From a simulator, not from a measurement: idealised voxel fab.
Process module, titled voxel ribs on slabs
The cross-section shown here is cut; it is 275 nm wide and divided into square cells measuring 5 nm on a side.
A cross-section in this document is a grid of square cells, and it is written down as bands, the top band listed before the ones below it; a band is made up of one or more rows of cells. For a band, the entry starts with two heights in nm, that of the top and then that of the bottom, and carries on with the band's materials in order from left to right, each alongside its width in nm; the word "everywhere" beside a single material means it fills the band edge to edge, and "air" means empty space. Note: height 0 marks the level under which the wafer is uniformly one material as received. Lowest band unbounded below, written "0 nm and below". Width "30->40": first value at the band's top row of cells, second value at its bottom row, equal change from row to row. Any step labelled "remained the same" changed none of the cells in the cross-section. Each empty space that has no open way to the top and spans at least 8 cells appears under "Cavities, sealed" as width x height at distance, the distance counted from the left edge, all in nm. Read whatever lies past the settings on a step's line as the simulator's own remark about the step. "overlay nm" on a masked step: distance the mask lay right of its planned place, negative for left.
Planned step list for the process
- 1: RECEIVE,material Si
- 2: DIRECTIONAL_DEP,material SiO2,thk nm 25
- 3: DIRECTIONAL_DEP,material SiN,thk nm 15
- 4: MASKED_ETCH,tone cover,mask id RIB,width nm 15,etch materials SiN,depth nm 10,overlay nm 0
- 5: PATTERN,tone cover,mask id SLAB,material resist,width nm 55,thk nm 20,overlay nm 0
- 6: DIRECTIONAL_ETCH,etch materials SiN,depth nm 5
- 7: STRIP,etch materials resist
- 8: FILL_DEP,material SiO2,thk nm 15
- 9: CMP,height nm 50
- 10: DIRECTIONAL_DEP,material TiN,thk nm 5
- 11: PATTERN,tone cover,mask id HEATER,material resist,width nm 25,thk nm 15,overlay nm 0
- 12: DIRECTIONAL_ETCH,etch materials TiN,depth nm 10
- 13: STRIP,etch materials resist
- 14: CONFORMAL_DEP,material SiN,thk nm 5
It is noted that the wafers described herein are identical at the outset and are distinguished by the thk nm of step 10; the value stated in the plan corresponds to the first wafer.
Cut through the first of several wafers as received, post step 1
    0 nm and below: Si everywhere
    Cavities, sealed: none
End of module, by wafer: material-by-material cell gain (+) or loss (-) since receipt, then closed voids
thk nm 5; +74 SiN; +533 SiO2; +5 TiN; Cavities, sealed: none
thk nm 10; +76 SiN; +533 SiO2; +10 TiN; Cavities, sealed: none
thk nm 15; +76 SiN; +533 SiO2; +65 TiN; Cavities, sealed: none
thk nm 20; +76 SiN; +533 SiO2; +120 TiN; Cavities, sealed: none
thk nm 25; +76 SiN; +533 SiO2; +175 TiN; Cavities, sealed: none
